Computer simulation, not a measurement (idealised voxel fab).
process module | voxel ribs on slabs
cross-section cut | 275 nm wide | cells 5 nm
A cross-section is a grid of square cells, given in bands from the top down. A band is one or more rows of cells.
Each band's line starts with the height of the band's top and of its bottom, in nm. Then come its materials from left to right, each with its width in nm. One material with "throughout" fills the band from edge to edge. "air" is empty space.
Height 0 is the level under which the wafer as received is all one material. The lowest band goes on downwards, as in "0 down".
A width such as "30 to 40" changes by the same amount from each row of cells to the next, from the band's top row to its bottom row.
"no change" after a step means that no cell of the cross-section changed.
closed voids: empty space of 8 cells or more with no open way to the top, each as width x height at its distance from the left edge, in nm
after a step's settings: what the simulator itself notes on the step
overlay nm, on a step with a mask: how far to the right of its planned place the mask lay; to the left if negative
plan
1 op RECEIVE | material Si
2 op DIRECTIONAL_DEP | material SiO2 | thk nm 20
3 op DIRECTIONAL_DEP | material polySi | thk nm 15
4 op DIRECTIONAL_DEP | material aC | thk nm 15
5 op PATTERN | tone cover | mask id RIB | material resist | width nm 15 | thk nm 30 | overlay nm 0
6 op DIRECTIONAL_ETCH | etch materials aC | depth nm 15
7 op STRIP | etch materials resist
8 op DIRECTIONAL_ETCH | etch materials polySi | depth nm 10
9 op STRIP | etch materials aC
10 op MASKED_ETCH | tone cover | mask id SLAB | width nm 75 | etch materials polySi | depth nm 5 | overlay nm 0
11 op FILL_DEP | material SiO2 | thk nm 15
12 op CMP | height nm 45
13 op DIRECTIONAL_DEP | material W | thk nm 10
14 op MASKED_ETCH | tone cover | mask id HEATER | width nm 25 | etch materials W | depth nm 10 | overlay nm 0
15 op CONFORMAL_DEP | material SiO2 | thk nm 5
first wafer, as planned
as received, after step 1
  0 down: Si throughout
  closed voids: none
after step 2
  20 to 0: SiO2 throughout
  below 0: unchanged
after step 3
  35 to 20: polySi throughout
  below 20: unchanged
after step 4
  50 to 35: aC throughout
  below 35: unchanged
after step 5
  80 to 50: air 130 | resist 15 | air 130
  below 50: unchanged
after step 6
  65 to 50: air 130 | resist 15 | air 130
  50 to 35: air 130 | aC 15 | air 130
  below 35: unchanged
after step 7
  50 to 35: air 130 | aC 15 | air 130
  below 35: unchanged
after step 8
  50 to 35: air 130 | aC 15 | air 130
  35 to 25: air 130 | polySi 15 | air 130
  below 25: unchanged
after step 9
  35 to 25: air 130 | polySi 15 | air 130
  below 25: unchanged
after step 10
  35 to 25: air 130 | polySi 15 | air 130
  25 to 20: air 100 | polySi 75 | air 100
  below 20: unchanged
after step 11
  50 to 35: SiO2 throughout
  35 to 25: SiO2 130 | polySi 15 | SiO2 130
  25 to 20: SiO2 100 | polySi 75 | SiO2 100
  below 20: unchanged
after step 12
  45 to 35: SiO2 throughout
  below 35: unchanged
after step 13
  55 to 45: W throughout
  below 45: unchanged
after step 14
  55 to 45: air 125 | W 25 | air 125
  below 45: unchanged
after step 15
  60 to 55: air 120 | SiO2 35 | air 120
  55 to 50: air 120 | SiO2 5 | W 25 | SiO2 5 | air 120
  50 to 45: SiO2 125 | W 25 | SiO2 125
  below 45: unchanged
second wafer: like start, like plan, one mistake. Through step 14 it matches the first wafer
when step 15 should have ended
  60 to 50: air 120 | W 35 | air 120
  50 to 45: W throughout
  below 45: unchanged
what went wrong: step 15 ran as: op CONFORMAL_DEP | material W | thk nm 5
at the end the second wafer has, in cells: 59 fewer of SiO2 | 59 more of W
